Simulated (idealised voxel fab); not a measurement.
The name of this process module is voxel self aligned vias.
Section shown: cut. Width: 190 nm. Cell size: 5 nm, square.
Cross-section format: a grid of square cells, given as bands from top to bottom; each band is one or more rows of cells.
Band: top and bottom heights (nm) first, top before bottom; then materials from left to right, widths in nm. "all across" marks a sole material filling the band edge to edge. "blank" denotes empty space.
Height reference: 0 = level under which incoming wafer is all one material. Lowest band: no bottom, runs on downward, e.g. "0 and below".
A width such as "30->40" changes by the same amount from each row of cells to the next, from the band's top row to its bottom row.
Step marked "identical to before"? Then no cell in the cross-section changed in it.
Voids, enclosed: empty space of 8 cells or more with no open way to the top, each as width x height at its distance from the left edge, in nm
Post-settings text on a step line: simulator's own remark regarding the step.
"overlay nm" on a masked step: distance the mask lay right of its planned place, negative for left.

-- Steps planned for the process
step 1: RECEIVE with material Si
step 2: CONFORMAL_DEP with material SiO2, thk nm 15
step 3: CONFORMAL_DEP with material SiCN, thk nm 5
step 4: DIRECTIONAL_DEP with material lowk, thk nm 25
step 5: PATTERN with tone open, mask id LINES, material resist, width nm 30, pitch nm 55, thk nm 15, overlay nm 0
step 6: DIRECTIONAL_ETCH with etch materials lowk, depth nm 25
step 7: STRIP with etch materials resist
step 8: CONFORMAL_DEP with material TiN, thk nm 5
step 9: FILL_DEP with material W, thk nm 10
step 10: CMP with height nm 45
step 11: SELECTIVE_ETCH with etch materials W Ru TiN, depth nm 5
step 12: FILL_DEP with material SiN, thk nm 10
step 13: CMP with height nm 45
step 14: DIRECTIONAL_DEP with material lowk, thk nm 15
step 15: MASKED_ETCH with tone open, mask id VIAS, width nm 40, pitch nm 55, etch materials lowk, depth nm 15, overlay nm 0
step 16: MASKED_ETCH with tone open, mask id VIAS, width nm 40, pitch nm 55, etch materials SiN, depth nm 5, overlay nm 0
step 17: CONFORMAL_DEP with material TiN, thk nm 5
step 18: FILL_DEP with material Ru, thk nm 5
step 19: CMP with height nm 60
step 20: CONFORMAL_DEP with material SiCN, thk nm 5

-- Wafer at receipt (post step 1), cross-section
    0 and below: Si all across
    Voids, enclosed: none

-- Looking at the first of two wafers in cross-section at end of module - ran to plan
    65 down to 60: SiCN all across
    60 down to 50: lowk: 45 / TiN: 5 / Ru: 30 / TiN: 5 / lowk: 15 / TiN: 5 / Ru: 30 / TiN: 5 / lowk: 50
    50 down to 45: lowk: 45 / TiN: 10 / Ru: 20 / TiN: 10 / lowk: 15 / TiN: 10 / Ru: 20 / TiN: 10 / lowk: 50
    45 down to 40: lowk: 50 / TiN: 30 / lowk: 25 / TiN: 30 / lowk: 55
    40 down to 25: lowk: 50 / TiN: 5 / W: 20 / TiN: 5 / lowk: 25 / TiN: 5 / W: 20 / TiN: 5 / lowk: 55
    25 down to 20: lowk: 50 / TiN: 30 / lowk: 25 / TiN: 30 / lowk: 55
    20 down to 15: SiCN all across
    15 down to 0: SiO2 all across
    0 and below: Si all across
    Voids, enclosed: none

-- Cross-sectional view of the second of two wafers upon completion of the module. This wafer shared its starting condition and process plan with the first; one error was made during its execution
    65 down to 60: SiCN all across
    60 down to 50: lowk: 45 / TiN: 5 / Ru: 30 / TiN: 5 / lowk: 15 / TiN: 5 / Ru: 30 / TiN: 5 / lowk: 50
    50 down to 45: lowk: 45 / TiN: 40 / lowk: 15 / TiN: 40 / lowk: 50
    45 down to 40: SiN: 45 / TiN: 5 / lowk: 30 / TiN: 5 / SiN: 15 / TiN: 5 / lowk: 30 / TiN: 5 / SiN: 50
    40 down to 25: W: 45 / TiN: 5 / lowk: 30 / TiN: 5 / W: 15 / TiN: 5 / lowk: 30 / TiN: 5 / W: 50
    25 down to 20: TiN: 50 / lowk: 30 / TiN: 25 / lowk: 30 / TiN: 55
    20 down to 15: SiCN all across
    15 down to 0: SiO2 all across
    0 and below: Si all across
    Voids, enclosed: none
Deviation from plan: step 5 was processed under conditions differing from the plan, specifically as PATTERN with tone cover, mask id LINES, material resist, width nm 30, pitch nm 55, thk nm 15, overlay nm 0
Counted in cells at the end, the second wafer holds more or fewer of these materials than the first: Ru: 8 fewer; SiN: 22 more; TiN: 14 more; W: 42 more; lowk: 70 fewer
